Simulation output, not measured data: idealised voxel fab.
The process module presented herein is designated voxel wiring stack.
Section cut is 150 nm wide and gridded with 5 nm square cells.
Notation: cross-section as square-cell grid; stated in bands, top first, going down; one or more cell rows per band.
Each band's line starts with the height of the band's top and of its bottom, in nm. Then come its materials from left to right, each with its width in nm. One material with "everywhere" fills the band from edge to edge. "empty" is empty space.
Ref level 0: as-received wafer is one material below here. Bottom band extends down with no lower bound ("0 -> down").
A width given as "30..40" starts at the first number in the band's top row and ends at the second number in its bottom row, shifting by an equal amount at every step from row to row.
Where the words "changes: none" appear for a step, the cross-section shows no cell changed by that step; every cell remained as before.
If an empty space has no open way to the top and is at least 8 cells in size, "Sealed voids" lists it, written width x height at distance, where distance is measured from the left edge and every value is in nm.
Whatever follows a step's settings on its line is a remark the simulator itself makes about that step.
overlay nm: mask right of planned place by this much (step with mask). Neg. = left.

Intended process steps
1,RECEIVE [material Si]
2,CONFORMAL_DEP [material SiO2] [thk nm 15]
3,CONFORMAL_DEP [material SiCN] [thk nm 5]
4,DIRECTIONAL_DEP [material SiO2] [thk nm 15]
5,DIRECTIONAL_DEP [material aC] [thk nm 10]
6,PATTERN [tone open] [mask id METAL_1] [material resist] [width nm 25] [pitch nm 40] [thk nm 25] [overlay nm 0]
7,DIRECTIONAL_ETCH [etch materials aC] [depth nm 10]
8,STRIP [etch materials resist]
9,DIRECTIONAL_ETCH [etch materials SiO2] [depth nm 15]
10,DIRECTIONAL_ETCH [etch materials SiCN] [depth nm 5]
11,STRIP [etch materials aC]
12,CONFORMAL_DEP [material TiN] [thk nm 5]
13,FILL_DEP [material Cu] [thk nm 5]
14,CMP [height nm 35]
15,CONFORMAL_DEP [material SiCN] [thk nm 5]
16,DIRECTIONAL_DEP [material lowk] [thk nm 30]
17,DIRECTIONAL_DEP [material aC] [thk nm 15]
18,PATTERN [tone open] [mask id METAL_2] [material resist] [width nm 25] [pitch nm 40] [thk nm 30] [overlay nm 0]
19,DIRECTIONAL_ETCH [etch materials aC] [depth nm 15]
20,STRIP [etch materials resist]
21,DIRECTIONAL_ETCH [etch materials lowk] [depth nm 15]
22,STRIP [etch materials aC]
23,MASKED_ETCH [tone open] [mask id METAL_2_HOLES] [width nm 15] [pitch nm 80] [etch materials lowk] [depth nm 15] [overlay nm 0]
24,MASKED_ETCH [tone open] [mask id METAL_2_HOLES] [width nm 15] [pitch nm 80] [etch materials SiCN] [depth nm 5] [overlay nm 0]
25,CONFORMAL_DEP [material TiN] [thk nm 5]
26,FILL_DEP [material Ru] [thk nm 10]
27,CMP [height nm 70]
28,CONFORMAL_DEP [material SiN] [thk nm 5]

So this is the incoming wafer in cross-section - it's already been through step 1
- 0 -> down  Si everywhere
- Sealed voids: none

Final cross-section, module run with one mistake (start and plan as above)
- 90 -> 85  SiN everywhere
- 85 -> 75  Ru everywhere
- 75 -> 70  25 TiN; 15 Ru; 25 TiN; 15 Ru; 25 TiN; 15 Ru; 30 TiN
- 70 -> 60  20 lowk; 5 TiN; 15 Ru; 5 TiN; 15 lowk; 5 TiN; 15 Ru; 5 TiN; 15 lowk; 5 TiN; 15 Ru; 5 TiN; 25 lowk
- 60 -> 55  20 lowk; 5 TiN; 5 Ru; 15 TiN; 15 lowk; 25 TiN; 15 lowk; 5 TiN; 5 Ru; 15 TiN; 25 lowk
- 55 -> 40  20 lowk; 5 TiN; 5 Ru; 5 TiN; 65 lowk; 5 TiN; 5 Ru; 5 TiN; 35 lowk
- 40 -> 35  20 SiCN; 15 TiN; 65 SiCN; 15 TiN; 35 SiCN
- 35 -> 20  20 SiO2; 5 TiN; 15 Cu; 5 TiN; 15 SiO2; 5 TiN; 15 Cu; 5 TiN; 15 SiO2; 5 TiN; 15 Cu; 5 TiN; 25 SiO2
- 20 -> 15  20 SiCN; 25 TiN; 15 SiCN; 25 TiN; 15 SiCN; 25 TiN; 25 SiCN
- 15 -> 0  SiO2 everywhere
- 0 -> down  Si everywhere
- Sealed voids: none
Where did the run depart from the plan? plan step 27: skipped, not run
